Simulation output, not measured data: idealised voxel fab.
Documented hereafter: the process module known as voxel ribs on slabs.
The width of the displayed cross-section, cut, is 275 nm; its cells are square, with a size of 5 nm.
When this document writes out a cross-section, it uses a grid of square cells and lists it as bands, beginning at the top and moving down, with a band standing for one or more rows of cells. In this notation a band is specified by the heights of its top and bottom, in that order and in nm, after which its materials appear from left to right, each paired with its width in nm. The word "all across" attached to a single material means that material fills the band from edge to edge; the word "blank" stands for empty space. Beneath 0, the wafer as received is one material, and that level is where height counting begins. The lowest band goes on downward without a bottom; it is written like "0 down". With a width like "30 to 40", each row of cells in the band differs from the next by the same amount, the top row carrying the first number and the bottom row the second. Given "nothing different" for a step, no cell of the cross-section differs between before and after that step. What "Enclosed cavities" gives you is every empty space of 8 cells or more that is cut off from the top. Each appears as width x height at distance, with the distance taken from the left edge and width, height and distance all in nm. Anything after a step's settings on that line? It's the simulator's own note about the step. Steps that use a mask can have "overlay nm" on their line. It says how far the mask sat to the right of where it was meant to be. Negative means to the left.

The planned process steps are enumerated hereunder:
| 1 | RECEIVE with material Si |
| 2 | DIRECTIONAL_DEP with material SiO2, thk nm 30 |
| 3 | DIRECTIONAL_DEP with material SiN, thk nm 20 |
| 4 | DIRECTIONAL_DEP with material aC, thk nm 15 |
| 5 | PATTERN with tone cover, mask id RIB, material resist, width nm 30, thk nm 35, overlay nm 0 |
| 6 | DIRECTIONAL_ETCH with etch materials aC, depth nm 15 |
| 7 | STRIP with etch materials resist |
| 8 | DIRECTIONAL_ETCH with etch materials SiN, depth nm 5 |
| 9 | STRIP with etch materials aC |
| 10 | DIRECTIONAL_DEP with material aC, thk nm 10 |
| 11 | PATTERN with tone cover, mask id SLAB, material resist, width nm 80, thk nm 30, overlay nm 0 |
| 12 | DIRECTIONAL_ETCH with etch materials aC, depth nm 10 |
| 13 | STRIP with etch materials resist |
| 14 | DIRECTIONAL_ETCH with etch materials SiN, depth nm 15 |
| 15 | STRIP with etch materials aC |
| 16 | FILL_DEP with material SiO2, thk nm 25 |
| 17 | CMP with height nm 65 |
| 18 | DIRECTIONAL_DEP with material TiN, thk nm 5 |
| 19 | PATTERN with tone cover, mask id HEATER, material resist, width nm 40, thk nm 20, overlay nm 0 |
| 20 | DIRECTIONAL_ETCH with etch materials TiN, depth nm 5 |
| 21 | STRIP with etch materials resist |
| 22 | CONFORMAL_DEP with material SiO2, thk nm 10 |

The first of two wafers, run as planned:

Cross-section of the wafer as it came to us, i.e., already through step 1:
    0 down: Si all across
    Enclosed cavities: none

Cross-section: wafer state after step 2:
    30 to 0: SiO2 all across
    Rest of section, below 0: as before.

Cross-section: wafer state after step 3:
    50 to 30: SiN all across
    Rest of section, below 30: as before.

Cross-section: wafer state after step 4:
    65 to 50: aC all across
    Rest of section, below 50: as before.

Cross-section: wafer state after step 5:
    100 to 65: blank 120 nm / resist 30 nm / blank 125 nm
    Rest of section, below 65: as before.

Cross-section: wafer state after step 6:
    85 to 65: blank 120 nm / resist 30 nm / blank 125 nm
    65 to 50: blank 120 nm / aC 30 nm / blank 125 nm
    Rest of section, below 50: as before.

Cross-section: wafer state after step 7:
    65 to 50: blank 120 nm / aC 30 nm / blank 125 nm
    Rest of section, below 50: as before.

Cross-section: wafer state after step 8:
    65 to 50: blank 120 nm / aC 30 nm / blank 125 nm
    50 to 45: blank 120 nm / SiN 30 nm / blank 125 nm
    Rest of section, below 45: as before.

Cross-section: wafer state after step 9:
    50 to 45: blank 120 nm / SiN 30 nm / blank 125 nm
    Rest of section, below 45: as before.

Cross-section: wafer state after step 10:
    60 to 55: blank 120 nm / aC 30 nm / blank 125 nm
    55 to 50: aC all across
    50 to 45: aC 120 nm / SiN 30 nm / aC 125 nm
    Rest of section, below 45: as before.

Cross-section: wafer state after step 11:
    90 to 60: blank 95 nm / resist 80 nm / blank 100 nm
    60 to 55: blank 95 nm / resist 25 nm / aC 30 nm / resist 25 nm / blank 100 nm
    Rest of section, below 55: as before.

Cross-section: wafer state after step 12:
    80 to 60: blank 95 nm / resist 80 nm / blank 100 nm
    60 to 55: blank 95 nm / resist 25 nm / aC 30 nm / resist 25 nm / blank 100 nm
    55 to 50: blank 95 nm / aC 80 nm / blank 100 nm
    50 to 45: blank 95 nm / aC 25 nm / SiN 30 nm / aC 25 nm / blank 100 nm
    Rest of section, below 45: as before.

Cross-section: wafer state after step 13:
    60 to 50: blank 120 to 95 nm / aC 30 to 80 nm / blank 125 to 100 nm
    Rest of section, below 50: as before.

Cross-section: wafer state after step 14:
    60 to 50: blank 120 to 95 nm / aC 30 to 80 nm / blank 125 to 100 nm
    50 to 45: blank 95 nm / aC 25 nm / SiN 30 nm / aC 25 nm / blank 100 nm
    45 to 30: blank 95 nm / SiN 80 nm / blank 100 nm
    Rest of section, below 30: as before.

Cross-section: wafer state after step 15:
    50 to 45: blank 120 nm / SiN 30 nm / blank 125 nm
    Rest of section, below 45: as before.

Cross-section: wafer state after step 16:
    75 to 50: SiO2 all across
    50 to 45: SiO2 120 nm / SiN 30 nm / SiO2 125 nm
    45 to 30: SiO2 95 nm / SiN 80 nm / SiO2 100 nm
    Rest of section, below 30: as before.

Cross-section: wafer state after step 17:
    65 to 50: SiO2 all across
    Rest of section, below 50: as before.

Cross-section: wafer state after step 18:
    70 to 65: TiN all across
    Rest of section, below 65: as before.

Cross-section: wafer state after step 19:
    90 to 70: blank 115 nm / resist 40 nm / blank 120 nm
    Rest of section, below 70: as before.

Cross-section: wafer state after step 20:
    90 to 70: blank 115 nm / resist 40 nm / blank 120 nm
    70 to 65: blank 115 nm / TiN 40 nm / blank 120 nm
    Rest of section, below 65: as before.

Cross-section: wafer state after step 21:
    70 to 65: blank 115 nm / TiN 40 nm / blank 120 nm
    Rest of section, below 65: as before.

Cross-section: wafer state after step 22:
    80 to 75: blank 105 nm / SiO2 60 nm / blank 110 nm
    75 to 70: SiO2 all across
    70 to 65: SiO2 115 nm / TiN 40 nm / SiO2 120 nm
    Rest of section, below 65: as before.

Second Wafer (Identical Start and Plan, One Processing Error; Matches First Wafer Through Step 4):

Planned end of step 5: second wafer, cross-section:
    100 to 65: resist 120 nm / blank 30 nm / resist 125 nm
    Rest of section, below 65: as before.

Planned end of step 6: second wafer, cross-section:
    85 to 65: resist 120 nm / blank 30 nm / resist 125 nm
    65 to 50: aC 120 nm / blank 30 nm / aC 125 nm
    Rest of section, below 50: as before.

Planned end of step 7: second wafer, cross-section:
    65 to 50: aC 120 nm / blank 30 nm / aC 125 nm
    Rest of section, below 50: as before.

Planned end of step 8: second wafer, cross-section:
    65 to 50: aC 120 nm / blank 30 nm / aC 125 nm
    50 to 45: SiN 120 nm / blank 30 nm / SiN 125 nm
    Rest of section, below 45: as before.

Planned end of step 9: second wafer, cross-section:
    50 to 45: SiN 120 nm / blank 30 nm / SiN 125 nm
    Rest of section, below 45: as before.

Planned end of step 10: second wafer, cross-section:
    60 to 55: aC 120 nm / blank 30 nm / aC 125 nm
    55 to 50: aC all across
    50 to 45: SiN 120 nm / aC 30 nm / SiN 125 nm
    Rest of section, below 45: as before.

Planned end of step 11: second wafer, cross-section:
    90 to 60: blank 95 nm / resist 80 nm / blank 100 nm
    60 to 55: aC 120 nm / resist 30 nm / aC 125 nm
    Rest of section, below 55: as before.

Planned end of step 12: second wafer, cross-section:
    80 to 60: blank 95 nm / resist 80 nm / blank 100 nm
    60 to 55: blank 95 nm / aC 25 nm / resist 30 nm / aC 25 nm / blank 100 nm
    55 to 50: blank 95 nm / aC 80 nm / blank 100 nm
    Rest of section, below 50: as before.

Planned end of step 13: second wafer, cross-section:
    60 to 55: blank 95 nm / aC 25 nm / blank 30 nm / aC 25 nm / blank 100 nm
    Rest of section, below 55: as before.

Planned end of step 14: second wafer, cross-section:
    60 to 55: blank 95 nm / aC 25 nm / blank 30 nm / aC 25 nm / blank 100 nm
    55 to 50: blank 95 nm / aC 80 nm / blank 100 nm
    50 to 45: blank 95 nm / SiN 25 nm / aC 30 nm / SiN 25 nm / blank 100 nm
    45 to 35: blank 95 nm / SiN 80 nm / blank 100 nm
    Rest of section, below 35: as before.

Planned end of step 15: second wafer, cross-section:
    50 to 45: blank 95 nm / SiN 25 nm / blank 30 nm / SiN 25 nm / blank 100 nm
    Rest of section, below 45: as before.

Planned end of step 16: second wafer, cross-section:
    75 to 50: SiO2 all across
    50 to 45: SiO2 95 nm / SiN 25 nm / SiO2 30 nm / SiN 25 nm / SiO2 100 nm
    45 to 35: SiO2 95 nm / SiN 80 nm / SiO2 100 nm
    Rest of section, below 35: as before.

Planned end of step 17: second wafer, cross-section:
    65 to 50: SiO2 all across
    Rest of section, below 50: as before.

Planned end of step 18: second wafer, cross-section:
    70 to 65: TiN all across
    Rest of section, below 65: as before.

Planned end of step 19: second wafer, cross-section:
    90 to 70: blank 115 nm / resist 40 nm / blank 120 nm
    Rest of section, below 70: as before.

Planned end of step 20: second wafer, cross-section:
    90 to 70: blank 115 nm / resist 40 nm / blank 120 nm
    70 to 65: blank 115 nm / TiN 40 nm / blank 120 nm
    Rest of section, below 65: as before.

Planned end of step 21: second wafer, cross-section:
    70 to 65: blank 115 nm / TiN 40 nm / blank 120 nm
    Rest of section, below 65: as before.

Planned end of step 22: second wafer, cross-section:
    80 to 75: blank 105 nm / SiO2 60 nm / blank 110 nm
    75 to 70: SiO2 all across
    70 to 65: SiO2 115 nm / TiN 40 nm / SiO2 120 nm
    Rest of section, below 65: as before.
Diagnosis: it should be noted that step 5 was executed with settings other than those planned, the operation and settings actually applied being PATTERN with tone open, mask id RIB, material resist, width nm 30, thk nm 35, overlay nm 0
Final difference in cells, second wafer against first, listed per material as more or fewer: 43 more of SiN | 43 fewer of SiO2
